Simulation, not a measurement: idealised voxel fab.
The document below concerns the process module designated voxel self aligned vias.
Xsec cut, 210 nm wide, square cell size 5 nm.
Notation: cross-section as square-cell grid; stated in bands, top first, going down; one or more cell rows per band.
Read a band's entry like this: the first values are the height of its top and the height of its bottom in nm, and what follows is the sequence of materials from left to right, each with its width in nm. Note that "air" is empty space, and that a single material marked "full width" reaches across the band from edge to edge.
Height is counted from the level 0, under which the received wafer is composed throughout of one material. The lowest of the bands is not closed at the bottom but continues downward, in the notation "top 0, no bottom".
The expression "30..40" gives the width at the extremes of the band, the first number at its top row of cells and the second at its bottom row, with the width changing by equal amounts from each row to the next in between.
What does "stayed the same" mean for a step? It means no cell of the cross-section changed in that step.
Empty spaces without an open route to the top, at least 8 cells in extent, make up the entry "Entrapped void list"; each is given as width x height at distance, where the distance is measured from the left edge, and all are in nm.
Formally, on a step line, whatever follows the settings is a remark that the simulator itself makes on the step.
overlay nm, on a step with a mask: how far to the right of its planned place the mask lay; to the left if negative

**Steps in the process plan**
- 1: RECEIVE: material Si
- 2: CONFORMAL_DEP: material SiO2, thk nm 15
- 3: CONFORMAL_DEP: material SiCN, thk nm 5
- 4: DIRECTIONAL_DEP: material lowk, thk nm 25
- 5: DIRECTIONAL_DEP: material aC, thk nm 15
- 6: PATTERN: tone open, mask id LINES, material resist, width nm 20, pitch nm 50, thk nm 35, overlay nm -15
- 7: DIRECTIONAL_ETCH: etch materials aC, depth nm 15
- 8: STRIP: etch materials resist
- 9: DIRECTIONAL_ETCH: etch materials lowk, depth nm 25
- 10: STRIP: etch materials aC
- 11: CONFORMAL_DEP: material TiN, thk nm 5
- 12: FILL_DEP: material W, thk nm 5
- 13: CMP: height nm 45
- 14: SELECTIVE_ETCH: etch materials W Ru TiN, depth nm 5
- 15: FILL_DEP: material SiN, thk nm 10
- 16: CMP: height nm 45
- 17: DIRECTIONAL_DEP: material lowk, thk nm 20
- 18: PATTERN: tone open, mask id VIAS, material resist, width nm 30, thk nm 15, overlay nm 0
- 19: DIRECTIONAL_ETCH: etch materials lowk, depth nm 20
- 20: DIRECTIONAL_ETCH: etch materials SiN, depth nm 5
- 21: STRIP: etch materials resist
- 22: CONFORMAL_DEP: material TiN, thk nm 5
- 23: FILL_DEP: material Ru, thk nm 10
- 24: CMP: height nm 65
- 25: CONFORMAL_DEP: material SiCN, thk nm 5
What sets these wafers apart? The overlay nm at step 6. They all start alike, and the plan carries the first wafer's value.

**Cross-section, first of several wafers, as delivered after step 1**
- top 0, no bottom: Si full width
- Entrapped void list: none

**Post step 25, the closing step of the module: first of several wafers, cross-sectioned**
- top 70, bottom 65: SiCN full width
- top 65, bottom 50: lowk (65), then TiN (5), then Ru (20), then TiN (5), then lowk (115)
- top 50, bottom 45: lowk (65), then TiN (30), then lowk (115)
- top 45, bottom 40: lowk (55), then SiN (10), then TiN (10), then lowk (30), then SiN (20), then lowk (85)
- top 40, bottom 25: lowk (55), then TiN (5), then W (10), then TiN (5), then lowk (30), then TiN (5), then W (10), then TiN (5), then lowk (85)
- top 25, bottom 20: lowk (55), then TiN (20), then lowk (30), then TiN (20), then lowk (85)
- top 20, bottom 15: SiCN full width
- top 15, bottom 0: SiO2 full width
- top 0, no bottom: Si full width
- Entrapped void list: none

**The module's end: a cross-section of the last wafer**
- top 70, bottom 65: SiCN full width
- top 65, bottom 50: lowk (65), then TiN (5), then Ru (20), then TiN (5), then lowk (115)
- top 50, bottom 45: lowk (65), then TiN (30), then lowk (115)
- top 45, bottom 40: lowk (85), then TiN (10), then SiN (10), then lowk (30), then SiN (20), then lowk (55)
- top 40, bottom 25: lowk (85), then TiN (5), then W (10), then TiN (5), then lowk (30), then TiN (5), then W (10), then TiN (5), then lowk (55)
- top 25, bottom 20: lowk (85), then TiN (20), then lowk (30), then TiN (20), then lowk (55)
- top 20, bottom 15: SiCN full width
- top 15, bottom 0: SiO2 full width
- top 0, no bottom: Si full width
- Entrapped void list: none

**Note: the following table is arranged by wafer, a row apiece. Each row reports the end-of-module state: per material, cells gained (+) or cells lost (-) compared with the wafer as received; closed voids follow**
overlay nm -15, +12 Ru, +84 SiCN, +6 SiN, +126 SiO2, +34 TiN, +12 W, +314 lowk, Entrapped void list: none
overlay nm -10, +13 Ru, +84 SiCN, +5 SiN, +126 SiO2, +34 TiN, +12 W, +314 lowk, Entrapped void list: none
overlay nm -5, +14 Ru, +84 SiCN, +4 SiN, +126 SiO2, +34 TiN, +12 W, +314 lowk, Entrapped void list: none
overlay nm 0, +14 Ru, +84 SiCN, +4 SiN, +126 SiO2, +34 TiN, +12 W, +314 lowk, Entrapped void list: none
overlay nm 5, +14 Ru, +84 SiCN, +4 SiN, +126 SiO2, +34 TiN, +12 W, +314 lowk, Entrapped void list: none
overlay nm 10, +13 Ru, +84 SiCN, +5 SiN, +126 SiO2, +34 TiN, +12 W, +314 lowk, Entrapped void list: none
overlay nm 15, +12 Ru, +84 SiCN, +6 SiN, +126 SiO2, +34 TiN, +12 W, +314 lowk, Entrapped void list: none
